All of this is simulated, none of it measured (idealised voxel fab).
Herein follows the process module entitled voxel quadruple lines.
FYI the section here is cut, 295 nm wide, cells are 5 nm squares.
Just so we're on the same page, the cross-sections are grids of square cells, and they're listed out in bands top to bottom, each band one or more rows deep.
For a band, the entry starts with two heights in nm, that of the top and then that of the bottom, and carries on with the band's materials in order from left to right, each alongside its width in nm; the word "all across" beside a single material means it fills the band edge to edge, and "air" means empty space.
Heights are expressed relative to 0, this being the level below which the as-received wafer comprises one material exclusively. The lowest band is unbounded in the downward direction and is denoted as in "0 and below".
The expression "30->40" gives the width at the extremes of the band, the first number at its top row of cells and the second at its bottom row, with the width changing by equal amounts from each row to the next in between.
What does "no modifications" mean for a step? It means no cell of the cross-section changed in that step.
Each empty space that has no open way to the top and spans at least 8 cells appears under "Closed void register" as width x height at distance, the distance counted from the left edge, all in nm.
Past the settings on a step's line: simulator remark, on that step.
Among the settings permitted on a step's line is "overlay nm"; applied to a step with a mask, it specifies the extent to which the mask lay to the right of its planned position, whereas a negative figure signifies a position to the left.
## This section lists the process steps that were planned
1. RECEIVE (material Si)
2. CONFORMAL_DEP (material Al2O3; thk nm 5)
3. DIRECTIONAL_DEP (material TiN; thk nm 15)
4. DIRECTIONAL_DEP (material polySi; thk nm 20)
5. DIRECTIONAL_DEP (material aC; thk nm 20)
6. PATTERN (tone cover; mask id MANDREL; material resist; width nm 30; thk nm 30; overlay nm 0)
7. DIRECTIONAL_ETCH (etch materials aC; depth nm 20)
8. STRIP (etch materials resist)
9. CONFORMAL_DEP (material SiO2; thk nm 5)
10. DIRECTIONAL_ETCH (etch materials SiO2; depth nm 10)
11. STRIP (etch materials aC)
12. DIRECTIONAL_ETCH (etch materials polySi; depth nm 20)
13. STRIP (etch materials SiO2)
14. CONFORMAL_DEP (material SiCN; thk nm 10)
15. DIRECTIONAL_ETCH (etch materials SiCN; depth nm 10)
16. STRIP (etch materials polySi)
17. DIRECTIONAL_ETCH (etch materials TiN; depth nm 15)
18. STRIP (etch materials SiCN)
For clarity, it should be stated that the wafers under discussion commence in an identical condition and differ with respect to the thk nm of step 9, the plan indicating the value that the first wafer had.
## Here's the first of the wafers in cross-section, just as we got it, i.e. after step 1
  0 and below: Si all across
  Closed void register: none
## Take any row and you have a wafer at the end of the module: how many cells of each material it has gained (+) or lost (-) since it was received, and then its closed voids
thk nm 5 | +59 Al2O3 | +24 TiN | Closed void register: none
thk nm 10 | +59 Al2O3 | +24 TiN | Closed void register: none
thk nm 15 | +59 Al2O3 | Closed void register: none
thk nm 20 | +59 Al2O3 | Closed void register: none
thk nm 25 | +59 Al2O3 | Closed void register: none
